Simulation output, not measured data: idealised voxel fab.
Process module name: voxel self aligned contacts
Cross-section cut: width 145 nm, square cells of 5 nm.
Just so we're on the same page, the cross-sections are grids of square cells, and they're listed out in bands top to bottom, each band one or more rows deep.
Band: top height; bottom height; in nm. Then, left to right: material with width in nm, for each material. "full width": a single material spanning edge to edge. "blank": empty space.
Convention: height 0 is the level below which the wafer, as received, is all one material. The lowest band does not terminate at the bottom but continues downward, represented as "0 -> down".
You'd read "30 to 40" like this: the band's top row of cells is as wide as the first number, its bottom row is as wide as the second, and going down, every row changes width by the same amount as the row before did.
What does "remains unaltered" mean for a step? It means no cell of the cross-section changed in that step.
Voids not open to the top, 8 cells minimum: see "Encapsulated voids". Written width x height at distance; distance is from the left edge; nm.
Past the settings on a step's line: simulator remark, on that step.
The setting "overlay nm" may be written on the line of a step. When the step uses a mask, the value reports how far to the right of the planned place the mask lay, and a negative value reports that it lay to the left.

THE PROCESS STEPS THAT WERE PLANNED ARE LISTED BELOW
1. RECEIVE, material Si
2. CONFORMAL_DEP, material SiO2, thk nm 5
3. DIRECTIONAL_DEP, material polySi, thk nm 30
4. DIRECTIONAL_DEP, material SiN, thk nm 20
5. MASKED_ETCH, tone cover, mask id GATE, width nm 25, pitch nm 60, etch materials SiN, depth nm 20, overlay nm 0
6. MASKED_ETCH, tone cover, mask id GATE, width nm 25, pitch nm 60, etch materials polySi, depth nm 30, overlay nm 0
7. CONFORMAL_DEP, material SiN, thk nm 5
8. DIRECTIONAL_ETCH, etch materials SiN, depth nm 5
9. FILL_DEP, material SiO2, thk nm 20
10. CMP, height nm 65
11. DIRECTIONAL_DEP, material aC, thk nm 15
12. PATTERN, tone open, mask id CONTACT, material resist, width nm 45, thk nm 30, overlay nm 0
13. DIRECTIONAL_ETCH, etch materials aC, depth nm 15
14. STRIP, etch materials resist
15. DIRECTIONAL_ETCH, etch materials SiO2, depth nm 65
16. STRIP, etch materials aC
17. CONFORMAL_DEP, material TiN, thk nm 5
18. FILL_DEP, material Ru, thk nm 5
19. CMP, height nm 65
20. CONFORMAL_DEP, material SiN, thk nm 5

WHAT FOLLOWS COVERS THE FIRST OF TWO WAFERS; IT RAN AS PLANNED

CROSS-SECTION: WAFER ON ARRIVAL = AFTER STEP 1
  0 -> down = Si full width
  Encapsulated voids: none

STATE OF THE WAFER AFTER STEP 2, SHOWN IN CROSS-SECTION
  5 -> 0 = SiO2 full width
  Nothing below the height 0 has changed.

STATE OF THE WAFER AFTER STEP 3, SHOWN IN CROSS-SECTION
  35 -> 5 = polySi full width
  Nothing below the height 5 has changed.

STATE OF THE WAFER AFTER STEP 4, SHOWN IN CROSS-SECTION
  55 -> 35 = SiN full width
  Nothing below the height 35 has changed.

STATE OF THE WAFER AFTER STEP 5, SHOWN IN CROSS-SECTION
  55 -> 35 = blank 30, SiN 25, blank 35, SiN 25, blank 30
  Nothing below the height 35 has changed.

STATE OF THE WAFER AFTER STEP 6, SHOWN IN CROSS-SECTION
  55 -> 35 = blank 30, SiN 25, blank 35, SiN 25, blank 30
  35 -> 5 = blank 30, polySi 25, blank 35, polySi 25, blank 30
  Nothing below the height 5 has changed.

STATE OF THE WAFER AFTER STEP 7, SHOWN IN CROSS-SECTION
  60 -> 35 = blank 25, SiN 35, blank 25, SiN 35, blank 25
  35 -> 10 = blank 25, SiN 5, polySi 25, SiN 5, blank 25, SiN 5, polySi 25, SiN 5, blank 25
  10 -> 5 = SiN 30, polySi 25, SiN 35, polySi 25, SiN 30
  Nothing below the height 5 has changed.

STATE OF THE WAFER AFTER STEP 8, SHOWN IN CROSS-SECTION
  55 -> 35 = blank 25, SiN 35, blank 25, SiN 35, blank 25
  35 -> 5 = blank 25, SiN 5, polySi 25, SiN 5, blank 25, SiN 5, polySi 25, SiN 5, blank 25
  Nothing below the height 5 has changed.

STATE OF THE WAFER AFTER STEP 9, SHOWN IN CROSS-SECTION
  75 -> 55 = SiO2 full width
  55 -> 35 = SiO2 25, SiN 35, SiO2 25, SiN 35, SiO2 25
  35 -> 5 = SiO2 25, SiN 5, polySi 25, SiN 5, SiO2 25, SiN 5, polySi 25, SiN 5, SiO2 25
  Nothing below the height 5 has changed.

STATE OF THE WAFER AFTER STEP 10, SHOWN IN CROSS-SECTION
  65 -> 55 = SiO2 full width
  Nothing below the height 55 has changed.

STATE OF THE WAFER AFTER STEP 11, SHOWN IN CROSS-SECTION
  80 -> 65 = aC full width
  Nothing below the height 65 has changed.

STATE OF THE WAFER AFTER STEP 12, SHOWN IN CROSS-SECTION
  110 -> 80 = resist 50, blank 45, resist 50
  Nothing below the height 80 has changed.

STATE OF THE WAFER AFTER STEP 13, SHOWN IN CROSS-SECTION
  95 -> 80 = resist 50, blank 45, resist 50
  80 -> 65 = aC 50, blank 45, aC 50
  Nothing below the height 65 has changed.

STATE OF THE WAFER AFTER STEP 14, SHOWN IN CROSS-SECTION
  80 -> 65 = aC 50, blank 45, aC 50
  Nothing below the height 65 has changed.

STATE OF THE WAFER AFTER STEP 15, SHOWN IN CROSS-SECTION
  80 -> 65 = aC 50, blank 45, aC 50
  65 -> 55 = SiO2 50, blank 45, SiO2 50
  55 -> 35 = SiO2 25, SiN 35, blank 25, SiN 35, SiO2 25
  35 -> 5 = SiO2 25, SiN 5, polySi 25, SiN 5, blank 25, SiN 5, polySi 25, SiN 5, SiO2 25
  5 -> 0 = SiO2 60, blank 25, SiO2 60
  Nothing below the height 0 has changed.

STATE OF THE WAFER AFTER STEP 16, SHOWN IN CROSS-SECTION
  65 -> 55 = SiO2 50, blank 45, SiO2 50
  Nothing below the height 55 has changed.

STATE OF THE WAFER AFTER STEP 17, SHOWN IN CROSS-SECTION
  70 -> 65 = TiN 55, blank 35, TiN 55
  65 -> 55 = SiO2 50, TiN 5 to 15, blank 35 to 15, TiN 5 to 15, SiO2 50
  55 -> 35 = SiO2 25, SiN 35, TiN 5, blank 15, TiN 5, SiN 35, SiO2 25
  35 -> 5 = SiO2 25, SiN 5, polySi 25, SiN 5, TiN 5, blank 15, TiN 5, SiN 5, polySi 25, SiN 5, SiO2 25
  5 -> 0 = SiO2 60, TiN 25, SiO2 60
  Nothing below the height 0 has changed.

STATE OF THE WAFER AFTER STEP 18, SHOWN IN CROSS-SECTION
  75 -> 70 = Ru full width
  70 -> 65 = TiN 55, Ru 35, TiN 55
  65 -> 55 = SiO2 50, TiN 5 to 15, Ru 35 to 15, TiN 5 to 15, SiO2 50
  55 -> 35 = SiO2 25, SiN 35, TiN 5, Ru 15, TiN 5, SiN 35, SiO2 25
  35 -> 5 = SiO2 25, SiN 5, polySi 25, SiN 5, TiN 5, Ru 15, TiN 5, SiN 5, polySi 25, SiN 5, SiO2 25
  Nothing below the height 5 has changed.

STATE OF THE WAFER AFTER STEP 19, SHOWN IN CROSS-SECTION
  65 -> 55 = SiO2 50, TiN 5 to 15, Ru 35 to 15, TiN 5 to 15, SiO2 50
  Nothing below the height 55 has changed.

STATE OF THE WAFER AFTER STEP 20, SHOWN IN CROSS-SECTION
  70 -> 65 = SiN full width
  Nothing below the height 65 has changed.

WAFER TWO: LIKE WAFER ONE IN START AND PLAN, BUT WITH ONE MISTAKE IN EXECUTION; IDENTICAL UP TO AND INCLUDING STEP 4

HERE IS THE SECOND WAFER IN CROSS-SECTION AT THE POINT WHERE STEP 5 OF THE PLAN SHOULD HAVE BEEN DONE
  55 -> 35 = SiN 30, blank 25, SiN 35, blank 25, SiN 30
  Nothing below the height 35 has changed.

Here is the second wafer in cross-section at the point where step 6 of the plan should have been done: remains unaltered

HERE IS THE SECOND WAFER IN CROSS-SECTION AT THE POINT WHERE STEP 7 OF THE PLAN SHOULD HAVE BEEN DONE
  60 -> 40 = SiN 35, blank 15, SiN 45, blank 15, SiN 35
  40 -> 35 = SiN full width
  Nothing below the height 35 has changed.

HERE IS THE SECOND WAFER IN CROSS-SECTION AT THE POINT WHERE STEP 8 OF THE PLAN SHOULD HAVE BEEN DONE
  55 -> 35 = SiN 35, blank 15, SiN 45, blank 15, SiN 35
  Nothing below the height 35 has changed.

HERE IS THE SECOND WAFER IN CROSS-SECTION AT THE POINT WHERE STEP 9 OF THE PLAN SHOULD HAVE BEEN DONE
  75 -> 55 = SiO2 full width
  55 -> 35 = SiN 35, SiO2 15, SiN 45, SiO2 15, SiN 35
  Nothing below the height 35 has changed.

HERE IS THE SECOND WAFER IN CROSS-SECTION AT THE POINT WHERE STEP 10 OF THE PLAN SHOULD HAVE BEEN DONE
  65 -> 55 = SiO2 full width
  Nothing below the height 55 has changed.

HERE IS THE SECOND WAFER IN CROSS-SECTION AT THE POINT WHERE STEP 11 OF THE PLAN SHOULD HAVE BEEN DONE
  80 -> 65 = aC full width
  Nothing below the height 65 has changed.

HERE IS THE SECOND WAFER IN CROSS-SECTION AT THE POINT WHERE STEP 12 OF THE PLAN SHOULD HAVE BEEN DONE
  110 -> 80 = resist 50, blank 45, resist 50
  Nothing below the height 80 has changed.

HERE IS THE SECOND WAFER IN CROSS-SECTION AT THE POINT WHERE STEP 13 OF THE PLAN SHOULD HAVE BEEN DONE
  95 -> 80 = resist 50, blank 45, resist 50
  80 -> 65 = aC 50, blank 45, aC 50
  Nothing below the height 65 has changed.

HERE IS THE SECOND WAFER IN CROSS-SECTION AT THE POINT WHERE STEP 14 OF THE PLAN SHOULD HAVE BEEN DONE
  80 -> 65 = aC 50, blank 45, aC 50
  Nothing below the height 65 has changed.

HERE IS THE SECOND WAFER IN CROSS-SECTION AT THE POINT WHERE STEP 15 OF THE PLAN SHOULD HAVE BEEN DONE
  80 -> 65 = aC 50, blank 45, aC 50
  65 -> 55 = SiO2 50, blank 45, SiO2 50
  Nothing below the height 55 has changed.

HERE IS THE SECOND WAFER IN CROSS-SECTION AT THE POINT WHERE STEP 16 OF THE PLAN SHOULD HAVE BEEN DONE
  65 -> 55 = SiO2 50, blank 45, SiO2 50
  Nothing below the height 55 has changed.

HERE IS THE SECOND WAFER IN CROSS-SECTION AT THE POINT WHERE STEP 17 OF THE PLAN SHOULD HAVE BEEN DONE
  70 -> 65 = TiN 55, blank 35, TiN 55
  65 -> 60 = SiO2 50, TiN 5, blank 35, TiN 5, SiO2 50
  60 -> 55 = SiO2 50, TiN 45, SiO2 50
  Nothing below the height 55 has changed.

HERE IS THE SECOND WAFER IN CROSS-SECTION AT THE POINT WHERE STEP 18 OF THE PLAN SHOULD HAVE BEEN DONE
  75 -> 70 = Ru full width
  70 -> 65 = TiN 55, Ru 35, TiN 55
  65 -> 60 = SiO2 50, TiN 5, Ru 35, TiN 5, SiO2 50
  Nothing below the height 60 has changed.

HERE IS THE SECOND WAFER IN CROSS-SECTION AT THE POINT WHERE STEP 19 OF THE PLAN SHOULD HAVE BEEN DONE
  65 -> 60 = SiO2 50, TiN 5, Ru 35, TiN 5, SiO2 50
  Nothing below the height 60 has changed.

HERE IS THE SECOND WAFER IN CROSS-SECTION AT THE POINT WHERE STEP 20 OF THE PLAN SHOULD HAVE BEEN DONE
  70 -> 65 = SiN full width
  Nothing below the height 65 has changed.
Short version of what went wrong: step 5 changed vs plan, executed as MASKED_ETCH, tone open, mask id GATE, width nm 25, pitch nm 60, etch materials SiN, depth nm 20, overlay nm 0
Final difference in cells, second wafer against first, listed per material as more or fewer: Ru: 33 fewer, SiN: 12 more, SiO2: 71 fewer, TiN: 22 fewer, polySi: 114 more
